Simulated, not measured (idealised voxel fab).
process module | voxel spacer lines
cross-section cut | 285 nm wide | cells 5 nm
A cross-section is a grid of square cells, given in bands from the top down. A band is one or more rows of cells.
Each band's line starts with the height of the band's top and of its bottom, in nm. Then come its materials from left to right, each with its width in nm. One material with "throughout" fills the band from edge to edge. "air" is empty space.
Height 0 is the level under which the wafer as received is all one material. The lowest band goes on downwards, as in "0 down".
A width such as "30 to 40" changes by the same amount from each row of cells to the next, from the band's top row to its bottom row.
"no change" after a step means that no cell of the cross-section changed.
closed voids: empty space of 8 cells or more with no open way to the top, each as width x height at its distance from the left edge, in nm
after a step's settings: what the simulator itself notes on the step
overlay nm, on a step with a mask: how far to the right of its planned place the mask lay; to the left if negative
plan
1 op RECEIVE | material Si
2 op CONFORMAL_DEP | material Al2O3 | thk nm 10
3 op DIRECTIONAL_DEP | material W | thk nm 10
4 op DIRECTIONAL_DEP | material aC | thk nm 30
5 op PATTERN | tone cover | mask id MANDREL | material resist | width nm 25 | pitch nm 80 | thk nm 35 | overlay nm -15
6 op DIRECTIONAL_ETCH | etch materials aC | depth nm 30
7 op STRIP | etch materials resist
8 op CONFORMAL_DEP | material SiO2 | thk nm 15
9 op DIRECTIONAL_ETCH | etch materials SiO2 | depth nm 15
10 op STRIP | etch materials aC
11 op DIRECTIONAL_ETCH | etch materials W | depth nm 10
12 op STRIP | etch materials SiO2
varied across the wafers: overlay nm of step 5. The plan shows the first wafer's value. All wafers start alike
first wafer as received, after step 1
  0 down: Si throughout
  closed voids: none
first wafer at the end, after step 12
  20 to 10: air 60 | W 15 | air 25 | W 15 | air 25 | W 15 | air 25 | W 15 | air 90
  10 to 0: Al2O3 throughout
  0 down: Si throughout
  closed voids: none
last wafer at the end
  20 to 10: air 90 | W 15 | air 25 | W 15 | air 25 | W 15 | air 25 | W 15 | air 60
  10 to 0: Al2O3 throughout
  0 down: Si throughout
  closed voids: none
each wafer at the end: cells of each material gained (+) or lost (-) since it was received, then its closed voids
overlay nm -15 | +114 Al2O3 | +24 W | closed voids: none
overlay nm -10 | +114 Al2O3 | +24 W | closed voids: none
overlay nm -5 | +114 Al2O3 | +24 W | closed voids: none
overlay nm 0 | +114 Al2O3 | +24 W | closed voids: none
overlay nm 5 | +114 Al2O3 | +24 W | closed voids: none
overlay nm 10 | +114 Al2O3 | +24 W | closed voids: none
overlay nm 15 | +114 Al2O3 | +24 W | closed voids: none
